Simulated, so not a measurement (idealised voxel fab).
The process module that follows is named voxel self aligned contacts.
Each square cell in cross-section cut measures 5 nm, and the section as a whole is 240 nm wide.
Cross-section = grid of square cells, listed top down in bands; band = one or more rows. A band entry consists of two parts. The first gives the height of the band's top and the height of its bottom, in nm. The rest lists the band's materials from left to right, each with its width in nm. A single material labelled with the word "throughout" fills the band from edge to edge, and the word "air" marks empty space. Height 0 is the level under which the wafer as received is all one material. The lowest band goes on downwards, as in "0 and below". Note: "30->40" means the width goes from the first number (top row of the band) to the second number (bottom row) in equal steps per row of cells. A step reported as "changes: none" is a step in which no cell of the cross-section changed. "Sealed voids" enumerates empty spaces isolated from the top, with no open way to it, that contain at least 8 cells, giving each as width x height at distance from the left edge, all three in nm. On each step's line, the part that comes after the settings is the simulator's own comment on the step. If you see "overlay nm" on a step's line and that step has a mask, it's telling you how far right of where it was planned the mask ended up; a negative number means it went left instead.

The following list gives the planned process steps:
1) RECEIVE,material Si
2) OXIDIZE,depth nm 5
3) DIRECTIONAL_DEP,material polySi,thk nm 30
4) DIRECTIONAL_DEP,material SiN,thk nm 20
5) PATTERN,tone cover,mask id GATE,material resist,width nm 25,pitch nm 70,thk nm 20,overlay nm 0
6) DIRECTIONAL_ETCH,etch materials SiN,depth nm 20
7) DIRECTIONAL_ETCH,etch materials polySi,depth nm 30
8) STRIP,etch materials resist
9) CONFORMAL_DEP,material SiN,thk nm 10
10) DIRECTIONAL_ETCH,etch materials SiN,depth nm 10
11) FILL_DEP,material SiO2,thk nm 10
12) CMP,height nm 55
13) PATTERN,tone open,mask id CONTACT,material resist,width nm 55,thk nm 15,overlay nm 0
14) DIRECTIONAL_ETCH,etch materials SiO2,depth nm 60
15) STRIP,etch materials resist
16) CONFORMAL_DEP,material TiN,thk nm 5
17) FILL_DEP,material W,thk nm 10
18) CMP,height nm 55
19) CONFORMAL_DEP,material SiCN,thk nm 5

As received (post step 1): cross-section:
> 0 and below  Si throughout
> Sealed voids: none

First of two wafers: cross-section at end of module, run per plan:
> 60 down to 55  SiCN throughout
> 55 down to 50  SiO2=90  TiN=20  W=15  TiN=20  SiO2=95
> 50 down to 30  SiO2=60  SiN=45  TiN=5  W=15  TiN=5  SiN=45  SiO2=65
> 30 down to 0  SiO2=60  SiN=10  polySi=25  SiN=10  TiN=5  W=15  TiN=5  SiN=10  polySi=25  SiN=10  SiO2=65
> 0 down to -5  SiO2=105  TiN=25  SiO2=110
> -5 and below  Si throughout
> Sealed voids: none

End-of-module cross-section of the second wafer: identical starting point and process plan to the first, with one processing mistake:
> 60 down to 55  SiCN throughout
> 55 down to 50  SiO2=90  TiN=20  W=15  TiN=20  SiO2=95
> 50 down to 25  SiO2=60  SiN=10  polySi=25  SiN=10  TiN=5  W=15  TiN=5  SiN=10  polySi=25  SiN=10  SiO2=65
> 25 down to 20  SiO2=60  SiN=10  polySi=25  SiN=10  TiN=25  SiN=10  polySi=25  SiN=10  SiO2=65
> 20 down to 0  SiN throughout
> 0 down to -5  SiO2 throughout
> -5 and below  Si throughout
> Sealed voids: none
Error vs. plan: steps 3 and 4 of the plan were run in the wrong order, each in the other's place
Count the cells at the end and the second wafer has more or fewer of some materials than the first: SiN +120; SiO2 -95; TiN -10; W -15
